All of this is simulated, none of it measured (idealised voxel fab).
This is a process module. Its name is voxel transistor to metal.
This is section cut - it's 180 nm across, gridded in 5 nm square cells.
Notation: cross-section as square-cell grid; stated in bands, top first, going down; one or more cell rows per band.
The entry gives the band's vertical extent as a top height and a bottom height in nm, then its horizontal make-up as materials from left to right, each with a width in nm. "air" stands for empty space; a single material marked "everywhere" fills the band edge to edge.
Ref level 0: as-received wafer is one material below here. Bottom band extends down with no lower bound ("top 0, no bottom").
So if you see something like "30..40" for the width, read it as the top row of the band sitting at the first number and the bottom row at the second, with every row in between moving by the same amount as the last.
"nothing changed" for a step: no cell of the cross-section changed in that step.
This entry, "Fully sealed cavities", enumerates those empty regions of no fewer than 8 cells that possess no open connection to the top. Each region is reported in the form width x height at distance, the distance being taken from the left edge, with all three quantities expressed in nm.
The remark found on a step's line after its settings is issued by the simulator itself and pertains to that step.
overlay nm: step with mask; distance mask lay right of planned place; negative value = left of planned place.
Process steps foreseen in the plan
1,RECEIVE,material Si
2,OXIDIZE,depth nm 5
3,CONFORMAL_DEP,material SiN,thk nm 15
4,DIRECTIONAL_DEP,material aC,thk nm 15
5,PATTERN,tone cover,mask id ACTIVE,material resist,width nm 95,thk nm 35,overlay nm 0
6,DIRECTIONAL_ETCH,etch materials aC,depth nm 15
7,STRIP,etch materials resist
8,DIRECTIONAL_ETCH,etch materials SiN,depth nm 15
9,DIRECTIONAL_ETCH,etch materials SiO2,depth nm 5
10,DIRECTIONAL_ETCH,etch materials Si,depth nm 20
11,STRIP,etch materials aC
12,OXIDIZE,depth nm 5
13,FILL_DEP,material SiO2,thk nm 15
14,CMP,height nm 15
15,SELECTIVE_ETCH,etch materials SiO2,depth nm 5
16,STRIP,etch materials SiN
17,SELECTIVE_ETCH,etch materials SiO2,depth nm 5
18,OXIDIZE,depth nm 5
19,DIRECTIONAL_DEP,material polySi,thk nm 20
20,DIRECTIONAL_DEP,material SiCN,thk nm 15
21,DIRECTIONAL_DEP,material aC,thk nm 10
22,PATTERN,tone cover,mask id GATE,material resist,width nm 15,thk nm 30,overlay nm 0
23,DIRECTIONAL_ETCH,etch materials aC,depth nm 10
24,STRIP,etch materials resist
25,DIRECTIONAL_ETCH,etch materials SiCN,depth nm 25
26,DIRECTIONAL_ETCH,etch materials polySi,depth nm 30
27,STRIP,etch materials aC
28,CONFORMAL_DEP,material SiO2,thk nm 5
29,DIRECTIONAL_ETCH,etch materials SiO2,depth nm 5
30,CONFORMAL_DEP,material SiN,thk nm 5
31,DIRECTIONAL_ETCH,etch materials SiN,depth nm 5
32,DIRECTIONAL_ETCH,etch materials SiO2,depth nm 5
33,DIRECTIONAL_ETCH,etch materials Si,depth nm 10
34,EPI,material SiGe,thk nm 10
35,FILL_DEP,material SiO2,thk nm 10
36,CMP,height nm 30
37,DIRECTIONAL_DEP,material SiO2,thk nm 10
38,DIRECTIONAL_DEP,material aC,thk nm 10
39,PATTERN,tone open,mask id CONTACT,material resist,width nm 30,pitch nm 55,thk nm 25,overlay nm 0
40,DIRECTIONAL_ETCH,etch materials aC,depth nm 10
41,STRIP,etch materials resist
42,DIRECTIONAL_ETCH,etch materials SiO2,depth nm 50
43,STRIP,etch materials aC
44,CONFORMAL_DEP,material TiN,thk nm 5
45,FILL_DEP,material Ru,thk nm 10
46,CMP,height nm 40
47,CONFORMAL_DEP,material SiN,thk nm 5
48,DIRECTIONAL_DEP,material lowk,thk nm 20
49,PATTERN,tone open,mask id METAL_1,material resist,width nm 15,pitch nm 70,thk nm 20,overlay nm 0
50,DIRECTIONAL_ETCH,etch materials lowk,depth nm 20
51,DIRECTIONAL_ETCH,etch materials SiN,depth nm 5
52,STRIP,etch materials resist
53,CONFORMAL_DEP,material TiN,thk nm 5
54,FILL_DEP,material Ru,thk nm 5
55,CMP,height nm 65
56,EPI,material Ru,thk nm 5
57,FILL_DEP,material SiCN,thk nm 5
58,DIRECTIONAL_DEP,material lowk,thk nm 30
59,DIRECTIONAL_DEP,material aC,thk nm 15
60,PATTERN,tone open,mask id METAL_2,material resist,width nm 15,pitch nm 70,thk nm 35,overlay nm 0
61,DIRECTIONAL_ETCH,etch materials aC,depth nm 15
62,STRIP,etch materials resist
63,DIRECTIONAL_ETCH,etch materials lowk,depth nm 15
64,STRIP,etch materials aC
65,DIRECTIONAL_DEP,material aC,thk nm 10
66,PATTERN,tone open,mask id METAL_2_HOLES,material resist,width nm 15,pitch nm 70,thk nm 30,overlay nm 0
67,DIRECTIONAL_ETCH,etch materials aC,depth nm 10
68,STRIP,etch materials resist
69,DIRECTIONAL_ETCH,etch materials lowk,depth nm 15
70,DIRECTIONAL_ETCH,etch materials SiCN,depth nm 5
71,STRIP,etch materials aC
72,CONFORMAL_DEP,material TiN,thk nm 5
73,FILL_DEP,material Cu,thk nm 5
74,CMP,height nm 105
75,CONFORMAL_DEP,material SiCN,thk nm 5
Cross-sectional view of the wafer in its as-received condition, corresponding to the state after step 1
	top 0, no bottom | Si everywhere
	Fully sealed cavities: none
Result of the module, cross-sectioned: start per above, plan per above, one error in how it was run
	top 110, bottom 105 | SiCN everywhere
	top 105, bottom 75 | lowk 45  TiN 5  Cu 5  TiN 5  lowk 55  TiN 5  Cu 5  TiN 5  lowk 50
	top 75, bottom 70 | SiCN 45  TiN 15  SiCN 55  TiN 15  SiCN 50
	top 70, bottom 65 | SiCN 40  Ru 25  SiCN 45  Ru 25  SiCN 45
	top 65, bottom 45 | lowk 45  TiN 5  Ru 5  TiN 5  lowk 55  TiN 5  Ru 5  TiN 5  lowk 50
	top 45, bottom 40 | SiN 45  TiN 15  SiN 55  TiN 15  SiN 50
	top 40, bottom 30 | SiO2 45  TiN 5  Ru 20..15  TiN 5..10  SiO2 25  TiN 5..10  Ru 20..15  TiN 5  SiO2 50
	top 30, bottom 15 | SiO2 45  TiN 5  Ru 15  TiN 5  SiN 10  SiCN 15  SiN 10  TiN 5  Ru 15  TiN 5  SiO2 50
	top 15, bottom 10 | SiO2 45  TiN 5  Ru 15  TiN 5  SiN 10  polySi 15  SiN 10  TiN 5  Ru 15  TiN 5  SiO2 50
	top 10, bottom 5 | SiN 45  TiN 5  Ru 15  TiN 5  SiN 10  polySi 15  SiN 10  TiN 5  Ru 15  TiN 5  SiN 50
	top 5, bottom 0 | SiO2 35  SiN 10  TiN 25  SiN 10  polySi 15  SiN 10  TiN 25  SiN 10  SiO2 40
	top 0, bottom -5 | SiO2 35  SiN 45  polySi 15  SiN 45  SiO2 40
	top -5, bottom -10 | SiO2 everywhere
	top -10, bottom -30 | SiO2 45  Si 85  SiO2 50
	top -30, no bottom | Si everywhere
	Fully sealed cavities: none
Run error: step 28 did not use the planned setting and instead ran as CONFORMAL_DEP,material SiN,thk nm 5
